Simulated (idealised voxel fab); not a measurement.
Herein follows the process module entitled voxel double patterning.
185 nm wide, 5 nm square cells: that's cross-section cut.
Notation: cross-section as square-cell grid; stated in bands, top first, going down; one or more cell rows per band. First you get the band's top height and its bottom height, in nm, and then the materials it's made of, left to right, with each width in nm. If you see a single material with "throughout", that one covers the band edge to edge. "air" is empty space. Height datum 0, below which the as-received substrate wafer is one material. Lowest band open at the bottom, running downward: "0 and below". Width spec "30->40" -> top row of cells at first value, bottom row at second value, equal per-row change in between. "remained unchanged", as given for a step, is the statement that not any cell of the cross-section underwent a change during that step. Look at "Completely sealed voids" for the closed voids: empty spaces with no open path to the top, sized 8 cells or up. Each is width x height at distance, distance from the left edge, all nm. Step line, after settings: the simulator's comment on this step. overlay nm: right-of-plan distance of the mask on a masked step; negative values mean left-of-plan.
### Listed below are the process steps as planned
- 1: RECEIVE with material Si
- 2: CONFORMAL_DEP with material SiO2, thk nm 5
- 3: DIRECTIONAL_DEP with material TiN, thk nm 15
- 4: DIRECTIONAL_DEP with material SiN, thk nm 10
- 5: DIRECTIONAL_DEP with material aC, thk nm 15
- 6: PATTERN with tone open, mask id FIRST, material resist, width nm 15, pitch nm 50, thk nm 30, overlay nm 0
- 7: DIRECTIONAL_ETCH with etch materials aC, depth nm 15
- 8: STRIP with etch materials resist
- 9: DIRECTIONAL_ETCH with etch materials SiN, depth nm 10
- 10: STRIP with etch materials aC
- 11: PATTERN with tone open, mask id SECOND, material resist, width nm 15, pitch nm 50, thk nm 20, overlay nm 0
- 12: DIRECTIONAL_ETCH with etch materials SiN, depth nm 5
- 13: STRIP with etch materials resist
- 14: DIRECTIONAL_ETCH with etch materials TiN, depth nm 15
- 15: STRIP with etch materials SiN
Heads up: all these wafers start the same, and what changes between them is the depth nm in step 12. The value you see in the plan is just what the first wafer got.
### Received wafers, first of several: cross-section after step 1
    0 and below: Si throughout
    Completely sealed voids: none
### Here is the cross-section of the first of several wafers at the end of the module, after its last step, step 15
    20 down to 5: TiN=35, then air=15, then TiN=35, then air=15, then TiN=35, then air=15, then TiN=35
    5 down to 0: SiO2 throughout
    0 and below: Si throughout
    Completely sealed voids: none
### Of the several wafers, the last: cross-section at the end of the module
    20 down to 5: TiN=35, then air=15, then TiN=10, then air=15, then TiN=10, then air=15, then TiN=10, then air=15, then TiN=10, then air=15, then TiN=35
    5 down to 0: SiO2 throughout
    0 and below: Si throughout
    Completely sealed voids: none
### Rows = wafers. At module end, each row lists per material the cells gained (+) or lost (-) since the wafer was received, then the closed voids
depth nm 5; +37 SiO2; +84 TiN; Completely sealed voids: none
depth nm 10; +37 SiO2; +66 TiN; Completely sealed voids: none
depth nm 15; +37 SiO2; +66 TiN; Completely sealed voids: none
depth nm 20; +37 SiO2; +66 TiN; Completely sealed voids: none
depth nm 25; +37 SiO2; +66 TiN; Completely sealed voids: none
